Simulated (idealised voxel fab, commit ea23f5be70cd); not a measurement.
voxel wiring stack: a process module
This is section cut - it's 210 nm across, gridded in 5 nm square cells.
In this document a cross-section is written as a grid of square cells. It is given as a series of bands, listed from the top down, and a band is one or more rows of cells.
First you get the band's top height and its bottom height, in nm, and then the materials it's made of, left to right, with each width in nm. If you see a single material with "throughout", that one covers the band edge to edge. "empty" is empty space.
Basically, 0 is our baseline, since under it the wafer straight out of the box is all one material. The bottom band has no lower end and keeps on going down, so it looks like "from 0 down".
Quick explanation for "30..40": the width changes in equal steps down the rows of cells, from the first number in the band's top row to the second number in its bottom row.
"stayed the same" (step): cross-section cells unchanged, all of them.
"Cavities, closed": empty spaces of 8 cells or more with no open way to the top, each given as width x height at distance, distance from the left edge, all in nm.
On each step's line, the part that comes after the settings is the simulator's own comment on the step.
The setting "overlay nm" may be written on the line of a step. When the step uses a mask, the value reports how far to the right of the planned place the mask lay, and a negative value reports that it lay to the left.

### Process steps - plan
1: RECEIVE,material Si
2: CONFORMAL_DEP,material SiO2,thk nm 10
3: DIRECTIONAL_DEP,material TiN,thk nm 5
4: DIRECTIONAL_DEP,material W,thk nm 25
5: PATTERN,tone cover,mask id METAL_1,material resist,width nm 30,pitch nm 55,thk nm 15,overlay nm 0
6: DIRECTIONAL_ETCH,etch materials W,depth nm 25
7: DIRECTIONAL_ETCH,etch materials TiN,depth nm 5
8: STRIP,etch materials resist
9: FILL_DEP,material lowk,thk nm 5
10: CMP,height nm 40
11: CONFORMAL_DEP,material SiCN,thk nm 5
12: DIRECTIONAL_DEP,material lowk,thk nm 10
13: DIRECTIONAL_DEP,material aC,thk nm 15
14: PATTERN,tone open,mask id PLUG_1,material resist,width nm 15,pitch nm 55,thk nm 30,overlay nm 0
15: DIRECTIONAL_ETCH,etch materials aC,depth nm 15
16: STRIP,etch materials resist
17: DIRECTIONAL_ETCH,etch materials lowk,depth nm 10
18: DIRECTIONAL_ETCH,etch materials SiCN,depth nm 5
19: STRIP,etch materials aC
20: EPI,material Ru,thk nm 10
21: EPI,material Ru,thk nm 5
22: CONFORMAL_DEP,material SiCN,thk nm 5
23: DIRECTIONAL_DEP,material SiO2,thk nm 25
24: DIRECTIONAL_DEP,material aC,thk nm 10
25: PATTERN,tone open,mask id METAL_2,material resist,width nm 30,pitch nm 55,thk nm 25,overlay nm 0
26: DIRECTIONAL_ETCH,etch materials aC,depth nm 10
27: STRIP,etch materials resist
28: DIRECTIONAL_ETCH,etch materials SiO2,depth nm 25
29: DIRECTIONAL_ETCH,etch materials SiCN,depth nm 5
30: STRIP,etch materials aC
31: CONFORMAL_DEP,material TiN,thk nm 5
32: FILL_DEP,material W,thk nm 5
33: CMP,height nm 85
34: CONFORMAL_DEP,material SiN,thk nm 5

### Here's what the wafer looked like in cross-section when it arrived - that's after step 1
- from 0 down = Si throughout
- Cavities, closed: none

### The first of two wafers, cross-sectioned at the end of the module, with the run proceeding as planned
- from 90 to 85 = SiN throughout
- from 85 to 60 = SiO2=35 | TiN=5 | W=20 | TiN=5 | SiO2=25 | TiN=5 | W=20 | TiN=5 | SiO2=25 | TiN=5 | W=20 | TiN=5 | SiO2=35
- from 60 to 55 = SiCN=35 | TiN=30 | SiCN=25 | TiN=30 | SiCN=25 | TiN=30 | SiCN=35
- from 55 to 45 = lowk=35 | Ru=15 | lowk=40 | Ru=15 | lowk=40 | Ru=15 | lowk=50
- from 45 to 40 = SiCN=35 | Ru=15 | SiCN=40 | Ru=15 | SiCN=40 | Ru=15 | SiCN=50
- from 40 to 15 = lowk=35 | W=30 | lowk=25 | W=30 | lowk=25 | W=30 | lowk=35
- from 15 to 10 = lowk=35 | TiN=30 | lowk=25 | TiN=30 | lowk=25 | TiN=30 | lowk=35
- from 10 to 0 = SiO2 throughout
- from 0 down = Si throughout
- Cavities, closed: none

### Wafer two, end of module, cross-section. Same start, same plan as wafer one. One mistake in the run
- from 90 to 85 = SiN throughout
- from 85 to 80 = TiN=40 | W=20 | TiN=35 | W=20 | TiN=35 | W=20 | TiN=40
- from 80 to 55 = SiO2=35 | TiN=5 | W=20 | TiN=5 | SiO2=25 | TiN=5 | W=20 | TiN=5 | SiO2=25 | TiN=5 | W=20 | TiN=5 | SiO2=35
- from 55 to 50 = SiCN=35 | TiN=30 | SiCN=25 | TiN=30 | SiCN=25 | TiN=30 | SiCN=35
- from 50 to 40 = lowk=35 | Ru=15 | lowk=40 | Ru=15 | lowk=40 | Ru=15 | lowk=50
- from 40 to 35 = SiCN=35 | Ru=15 | SiCN=40 | Ru=15 | SiCN=40 | Ru=15 | SiCN=50
- from 35 to 15 = lowk=35 | W=30 | lowk=25 | W=30 | lowk=25 | W=30 | lowk=35
- from 15 to 10 = lowk=35 | TiN=30 | lowk=25 | TiN=30 | lowk=25 | TiN=30 | lowk=35
- from 10 to 0 = SiO2 throughout
- from 0 down = Si throughout
- Cavities, closed: none
Against the plan, the run slipped here: it should be noted that step 10 was executed with settings other than those planned, the operation and settings actually applied being CMP,height nm 35
Materials where the second wafer ends with more or fewer cells than the first: TiN +30 | W -6 | lowk -24
